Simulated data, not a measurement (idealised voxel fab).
process module | voxel self aligned vias
cross-section cut | 235 nm wide | cells 5 nm
A cross-section is a grid of square cells, given in bands from the top down. A band is one or more rows of cells.
Each band's line starts with the height of the band's top and of its bottom, in nm. Then come its materials from left to right, each with its width in nm. One material with "throughout" fills the band from edge to edge. "air" is empty space.
Height 0 is the level under which the wafer as received is all one material. The lowest band goes on downwards, as in "0 down".
A width such as "30 to 40" changes by the same amount from each row of cells to the next, from the band's top row to its bottom row.
"no change" after a step means that no cell of the cross-section changed.
closed voids: empty space of 8 cells or more with no open way to the top, each as width x height at its distance from the left edge, in nm
after a step's settings: what the simulator itself notes on the step
overlay nm, on a step with a mask: how far to the right of its planned place the mask lay; to the left if negative
plan
1 op RECEIVE | material Si
2 op CONFORMAL_DEP | material SiO2 | thk nm 10
3 op CONFORMAL_DEP | material SiCN | thk nm 5
4 op DIRECTIONAL_DEP | material lowk | thk nm 20
5 op PATTERN | tone open | mask id LINES | material resist | width nm 20 | pitch nm 60 | thk nm 20 | overlay nm 0
6 op DIRECTIONAL_ETCH | etch materials lowk | depth nm 20
7 op STRIP | etch materials resist
8 op CONFORMAL_DEP | material TiN | thk nm 5
9 op FILL_DEP | material W | thk nm 5
10 op CMP | height nm 35
11 op SELECTIVE_ETCH | etch materials W Ru TiN | depth nm 10
12 op FILL_DEP | material SiN | thk nm 10
13 op CMP | height nm 35
14 op DIRECTIONAL_DEP | material lowk | thk nm 15
15 op PATTERN | tone open | mask id VIAS | material resist | width nm 40 | pitch nm 60 | thk nm 20 | overlay nm 0
16 op DIRECTIONAL_ETCH | etch materials lowk | depth nm 15
17 op DIRECTIONAL_ETCH | etch materials SiN | depth nm 10
18 op STRIP | etch materials resist
19 op CONFORMAL_DEP | material TiN | thk nm 5
20 op FILL_DEP | material W | thk nm 5
21 op CMP | height nm 50
22 op CONFORMAL_DEP | material SiCN | thk nm 5
first wafer, as planned
as received, after step 1
  0 down: Si throughout
  closed voids: none
after step 2
  10 to 0: SiO2 throughout
  below 0: unchanged
after step 3
  15 to 10: SiCN throughout
  below 10: unchanged
after step 4
  35 to 15: lowk throughout
  below 15: unchanged
after step 5
  55 to 35: resist 45 | air 20 | resist 40 | air 20 | resist 40 | air 20 | resist 50
  below 35: unchanged
after step 6
  55 to 35: resist 45 | air 20 | resist 40 | air 20 | resist 40 | air 20 | resist 50
  35 to 15: lowk 45 | air 20 | lowk 40 | air 20 | lowk 40 | air 20 | lowk 50
  below 15: unchanged
after step 7
  35 to 15: lowk 45 | air 20 | lowk 40 | air 20 | lowk 40 | air 20 | lowk 50
  below 15: unchanged
after step 8
  40 to 35: TiN 50 | air 10 | TiN 50 | air 10 | TiN 50 | air 10 | TiN 55
  35 to 20: lowk 45 | TiN 5 | air 10 | TiN 5 | lowk 40 | TiN 5 | air 10 | TiN 5 | lowk 40 | TiN 5 | air 10 | TiN 5 | lowk 50
  20 to 15: lowk 45 | TiN 20 | lowk 40 | TiN 20 | lowk 40 | TiN 20 | lowk 50
  below 15: unchanged
after step 9
  45 to 40: W throughout
  40 to 35: TiN 50 | W 10 | TiN 50 | W 10 | TiN 50 | W 10 | TiN 55
  35 to 20: lowk 45 | TiN 5 | W 10 | TiN 5 | lowk 40 | TiN 5 | W 10 | TiN 5 | lowk 40 | TiN 5 | W 10 | TiN 5 | lowk 50
  below 20: unchanged
after step 10
  35 to 20: lowk 45 | TiN 5 | W 10 | TiN 5 | lowk 40 | TiN 5 | W 10 | TiN 5 | lowk 40 | TiN 5 | W 10 | TiN 5 | lowk 50
  below 20: unchanged
after step 11
  35 to 25: lowk 45 | air 20 | lowk 40 | air 20 | lowk 40 | air 20 | lowk 50
  below 25: unchanged
after step 12
  45 to 35: SiN throughout
  35 to 25: lowk 45 | SiN 20 | lowk 40 | SiN 20 | lowk 40 | SiN 20 | lowk 50
  below 25: unchanged
after step 13
  35 to 25: lowk 45 | SiN 20 | lowk 40 | SiN 20 | lowk 40 | SiN 20 | lowk 50
  below 25: unchanged
after step 14
  50 to 35: lowk throughout
  below 35: unchanged
after step 15
  70 to 50: resist 35 | air 40 | resist 20 | air 40 | resist 20 | air 40 | resist 40
  below 50: unchanged
after step 16
  70 to 50: resist 35 | air 40 | resist 20 | air 40 | resist 20 | air 40 | resist 40
  50 to 35: lowk 35 | air 40 | lowk 20 | air 40 | lowk 20 | air 40 | lowk 40
  below 35: unchanged
after step 17
  70 to 50: resist 35 | air 40 | resist 20 | air 40 | resist 20 | air 40 | resist 40
  50 to 35: lowk 35 | air 40 | lowk 20 | air 40 | lowk 20 | air 40 | lowk 40
  35 to 25: lowk 45 | air 20 | lowk 40 | air 20 | lowk 40 | air 20 | lowk 50
  below 25: unchanged
after step 18
  50 to 35: lowk 35 | air 40 | lowk 20 | air 40 | lowk 20 | air 40 | lowk 40
  below 35: unchanged
after step 19
  55 to 50: TiN 40 | air 30 | TiN 30 | air 30 | TiN 30 | air 30 | TiN 45
  50 to 40: lowk 35 | TiN 5 | air 30 | TiN 5 | lowk 20 | TiN 5 | air 30 | TiN 5 | lowk 20 | TiN 5 | air 30 | TiN 5 | lowk 40
  40 to 30: lowk 35 to 45 | TiN 15 to 5 | air 10 | TiN 15 to 5 | lowk 20 to 40 | TiN 15 to 5 | air 10 | TiN 15 to 5 | lowk 20 to 40 | TiN 15 to 5 | air 10 | TiN 15 to 5 | lowk 40 to 50
  30 to 25: lowk 45 | TiN 20 | lowk 40 | TiN 20 | lowk 40 | TiN 20 | lowk 50
  below 25: unchanged
after step 20
  60 to 55: W throughout
  55 to 50: TiN 40 | W 30 | TiN 30 | W 30 | TiN 30 | W 30 | TiN 45
  50 to 40: lowk 35 | TiN 5 | W 30 | TiN 5 | lowk 20 | TiN 5 | W 30 | TiN 5 | lowk 20 | TiN 5 | W 30 | TiN 5 | lowk 40
  40 to 30: lowk 35 to 45 | TiN 15 to 5 | W 10 | TiN 15 to 5 | lowk 20 to 40 | TiN 15 to 5 | W 10 | TiN 15 to 5 | lowk 20 to 40 | TiN 15 to 5 | W 10 | TiN 15 to 5 | lowk 40 to 50
  below 30: unchanged
after step 21
  50 to 40: lowk 35 | TiN 5 | W 30 | TiN 5 | lowk 20 | TiN 5 | W 30 | TiN 5 | lowk 20 | TiN 5 | W 30 | TiN 5 | lowk 40
  below 40: unchanged
after step 22
  55 to 50: SiCN throughout
  below 50: unchanged
second wafer: like start, like plan, one mistake. Through step 4 it matches the first wafer
when step 5 should have ended
  55 to 35: resist 55 | air 20 | resist 40 | air 20 | resist 40 | air 20 | resist 40
  below 35: unchanged
when step 6 should have ended
  55 to 35: resist 55 | air 20 | resist 40 | air 20 | resist 40 | air 20 | resist 40
  35 to 15: lowk 55 | air 20 | lowk 40 | air 20 | lowk 40 | air 20 | lowk 40
  below 15: unchanged
when step 7 should have ended
  35 to 15: lowk 55 | air 20 | lowk 40 | air 20 | lowk 40 | air 20 | lowk 40
  below 15: unchanged
when step 8 should have ended
  40 to 35: TiN 60 | air 10 | TiN 50 | air 10 | TiN 50 | air 10 | TiN 45
  35 to 20: lowk 55 | TiN 5 | air 10 | TiN 5 | lowk 40 | TiN 5 | air 10 | TiN 5 | lowk 40 | TiN 5 | air 10 | TiN 5 | lowk 40
  20 to 15: lowk 55 | TiN 20 | lowk 40 | TiN 20 | lowk 40 | TiN 20 | lowk 40
  below 15: unchanged
when step 9 should have ended
  45 to 40: W throughout
  40 to 35: TiN 60 | W 10 | TiN 50 | W 10 | TiN 50 | W 10 | TiN 45
  35 to 20: lowk 55 | TiN 5 | W 10 | TiN 5 | lowk 40 | TiN 5 | W 10 | TiN 5 | lowk 40 | TiN 5 | W 10 | TiN 5 | lowk 40
  below 20: unchanged
when step 10 should have ended
  35 to 20: lowk 55 | TiN 5 | W 10 | TiN 5 | lowk 40 | TiN 5 | W 10 | TiN 5 | lowk 40 | TiN 5 | W 10 | TiN 5 | lowk 40
  below 20: unchanged
when step 11 should have ended
  35 to 25: lowk 55 | air 20 | lowk 40 | air 20 | lowk 40 | air 20 | lowk 40
  below 25: unchanged
when step 12 should have ended
  45 to 35: SiN throughout
  35 to 25: lowk 55 | SiN 20 | lowk 40 | SiN 20 | lowk 40 | SiN 20 | lowk 40
  below 25: unchanged
when step 13 should have ended
  35 to 25: lowk 55 | SiN 20 | lowk 40 | SiN 20 | lowk 40 | SiN 20 | lowk 40
  below 25: unchanged
when step 14 should have ended
  50 to 35: lowk throughout
  below 35: unchanged
when step 15 should have ended
  70 to 50: resist 35 | air 40 | resist 20 | air 40 | resist 20 | air 40 | resist 40
  below 50: unchanged
when step 16 should have ended
  70 to 50: resist 35 | air 40 | resist 20 | air 40 | resist 20 | air 40 | resist 40
  50 to 35: lowk 35 | air 40 | lowk 20 | air 40 | lowk 20 | air 40 | lowk 40
  below 35: unchanged
when step 17 should have ended
  70 to 50: resist 35 | air 40 | resist 20 | air 40 | resist 20 | air 40 | resist 40
  50 to 35: lowk 35 | air 40 | lowk 20 | air 40 | lowk 20 | air 40 | lowk 40
  35 to 25: lowk 55 | air 20 | lowk 40 | air 20 | lowk 40 | air 20 | lowk 40
  below 25: unchanged
when step 18 should have ended
  50 to 35: lowk 35 | air 40 | lowk 20 | air 40 | lowk 20 | air 40 | lowk 40
  below 35: unchanged
when step 19 should have ended
  55 to 50: TiN 40 | air 30 | TiN 30 | air 30 | TiN 30 | air 30 | TiN 45
  50 to 40: lowk 35 | TiN 5 | air 30 | TiN 5 | lowk 20 | TiN 5 | air 30 | TiN 5 | lowk 20 | TiN 5 | air 30 | TiN 5 | lowk 40
  40 to 30: lowk 35 to 55 | TiN 25 to 5 | air 10 | TiN 5 | lowk 20 to 40 | TiN 25 to 5 | air 10 | TiN 5 | lowk 20 to 40 | TiN 25 to 5 | air 10 | TiN 5 | lowk 40
  30 to 25: lowk 55 | TiN 20 | lowk 40 | TiN 20 | lowk 40 | TiN 20 | lowk 40
  below 25: unchanged
when step 20 should have ended
  60 to 55: W throughout
  55 to 50: TiN 40 | W 30 | TiN 30 | W 30 | TiN 30 | W 30 | TiN 45
  50 to 40: lowk 35 | TiN 5 | W 30 | TiN 5 | lowk 20 | TiN 5 | W 30 | TiN 5 | lowk 20 | TiN 5 | W 30 | TiN 5 | lowk 40
  40 to 30: lowk 35 to 55 | TiN 25 to 5 | W 10 | TiN 5 | lowk 20 to 40 | TiN 25 to 5 | W 10 | TiN 5 | lowk 20 to 40 | TiN 25 to 5 | W 10 | TiN 5 | lowk 40
  below 30: unchanged
when step 21 should have ended
  50 to 40: lowk 35 | TiN 5 | W 30 | TiN 5 | lowk 20 | TiN 5 | W 30 | TiN 5 | lowk 20 | TiN 5 | W 30 | TiN 5 | lowk 40
  below 40: unchanged
when step 22 should have ended
  55 to 50: SiCN throughout
  below 50: unchanged
what went wrong: step 5 ran as: op PATTERN | tone open | mask id LINES | material resist | width nm 20 | pitch nm 60 | thk nm 20 | overlay nm 10
at the end the second wafer has, in cells: as many of each material as the first, in other places
